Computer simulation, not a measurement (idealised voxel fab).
process module | voxel wiring stack
cross-section cut | 180 nm wide | cells 5 nm
A cross-section is a grid of square cells, given in bands from the top down. A band is one or more rows of cells.
Each band's line starts with the height of the band's top and of its bottom, in nm. Then come its materials from left to right, each with its width in nm. One material with "throughout" fills the band from edge to edge. "air" is empty space.
Height 0 is the level under which the wafer as received is all one material. The lowest band goes on downwards, as in "0 down".
A width such as "30 to 40" changes by the same amount from each row of cells to the next, from the band's top row to its bottom row.
"no change" after a step means that no cell of the cross-section changed.
closed voids: empty space of 8 cells or more with no open way to the top, each as width x height at its distance from the left edge, in nm
after a step's settings: what the simulator itself notes on the step
overlay nm, on a step with a mask: how far to the right of its planned place the mask lay; to the left if negative
plan
1 op RECEIVE | material Si
2 op CONFORMAL_DEP | material SiO2 | thk nm 15
3 op CONFORMAL_DEP | material SiN | thk nm 5
4 op DIRECTIONAL_DEP | material SiO2 | thk nm 15
5 op DIRECTIONAL_DEP | material aC | thk nm 15
6 op PATTERN | tone open | mask id METAL_1 | material resist | width nm 25 | pitch nm 40 | thk nm 35 | overlay nm 0
7 op DIRECTIONAL_ETCH | etch materials aC | depth nm 15
8 op STRIP | etch materials resist
9 op DIRECTIONAL_ETCH | etch materials SiO2 | depth nm 15
10 op DIRECTIONAL_ETCH | etch materials SiN | depth nm 5
11 op STRIP | etch materials aC
12 op CONFORMAL_DEP | material TiN | thk nm 5
13 op FILL_DEP | material Cu | thk nm 5
14 op CMP | height nm 35
15 op EPI | material Ru | thk nm 5
16 op FILL_DEP | material SiCN | thk nm 5
17 op DIRECTIONAL_DEP | material SiO2 | thk nm 10
18 op PATTERN | tone open | mask id PLUG_1 | material resist | width nm 15 | pitch nm 40 | thk nm 15 | overlay nm 0
19 op DIRECTIONAL_ETCH | etch materials SiO2 | depth nm 10
20 op DIRECTIONAL_ETCH | etch materials SiCN | depth nm 5
21 op STRIP | etch materials resist
22 op CONFORMAL_DEP | material TiN | thk nm 5
23 op FILL_DEP | material Ru | thk nm 10
24 op CMP | height nm 55
25 op DIRECTIONAL_DEP | material TiN | thk nm 5
26 op DIRECTIONAL_DEP | material W | thk nm 15
27 op PATTERN | tone cover | mask id METAL_2 | material resist | width nm 25 | pitch nm 40 | thk nm 20 | overlay nm 0
28 op DIRECTIONAL_ETCH | etch materials W | depth nm 15
29 op DIRECTIONAL_ETCH | etch materials TiN | depth nm 5
30 op STRIP | etch materials resist
31 op CONFORMAL_DEP | material SiN | thk nm 5
32 op FILL_DEP | material lowk | thk nm 10
33 op CMP | height nm 75
34 op CONFORMAL_DEP | material SiCN | thk nm 5
35 op DIRECTIONAL_DEP | material SiO2 | thk nm 30
36 op DIRECTIONAL_DEP | material aC | thk nm 10
37 op PATTERN | tone open | mask id METAL_3_HOLES | material resist | width nm 15 | thk nm 30 | overlay nm 0
38 op DIRECTIONAL_ETCH | etch materials aC | depth nm 10
39 op STRIP | etch materials resist
40 op DIRECTIONAL_ETCH | etch materials SiO2 | depth nm 30
41 op STRIP | etch materials aC
42 op DIRECTIONAL_DEP | material aC | thk nm 15
43 op PATTERN | tone open | mask id METAL_3 | material resist | width nm 25 | pitch nm 40 | thk nm 30 | overlay nm 0
44 op DIRECTIONAL_ETCH | etch materials aC | depth nm 15
45 op STRIP | etch materials resist
46 op DIRECTIONAL_ETCH | etch materials SiO2 | depth nm 15
47 op DIRECTIONAL_ETCH | etch materials SiCN | depth nm 5
48 op STRIP | etch materials aC
49 op CONFORMAL_DEP | material TiN | thk nm 5
50 op FILL_DEP | material Cu | thk nm 5
51 op CMP | height nm 110
52 op CONFORMAL_DEP | material SiN | thk nm 5
as received, after step 1
  0 down: Si throughout
  closed voids: none
a wafer at the end: this start, this plan, one mistake
  115 to 110: SiN throughout
  110 to 100: SiO2 55 | TiN 5 | Cu 15 | TiN 5 | SiO2 15 | TiN 5 | Cu 15 | TiN 5 | SiO2 60
  100 to 95: SiO2 55 | TiN 5 | Cu 5 | TiN 15 | SiO2 15 | TiN 25 | SiO2 60
  95 to 80: SiO2 55 | TiN 5 | Cu 5 | TiN 5 | SiO2 110
  80 to 75: SiCN 55 | TiN 15 | SiCN 110
  75 to 60: lowk 50 | SiN 5 | W 25 | SiN 5 | lowk 5 | SiN 5 | W 25 | SiN 5 | lowk 55
  60 to 55: SiN 55 | TiN 25 | SiN 15 | TiN 25 | SiN 60
  55 to 45: SiO2 55 | TiN 5 | Ru 5 | TiN 5 | SiO2 25 | TiN 5 | Ru 5 | TiN 5 | SiO2 70
  45 to 40: SiCN 55 | TiN 15 | SiCN 25 | TiN 15 | SiCN 70
  40 to 35: SiCN 55 | Ru 25 | SiCN 15 | Ru 25 | SiCN 60
  35 to 20: SiO2 60 | TiN 5 | Cu 5 | TiN 5 | SiO2 25 | TiN 5 | Cu 5 | TiN 5 | SiO2 65
  20 to 15: SiN 60 | TiN 15 | SiN 25 | TiN 15 | SiN 65
  15 to 0: SiO2 throughout
  0 down: Si throughout
  closed voids: none
what went wrong: step 6 ran as: op PATTERN | tone open | mask id METAL_1 | material resist | width nm 15 | pitch nm 40 | thk nm 35 | overlay nm 0
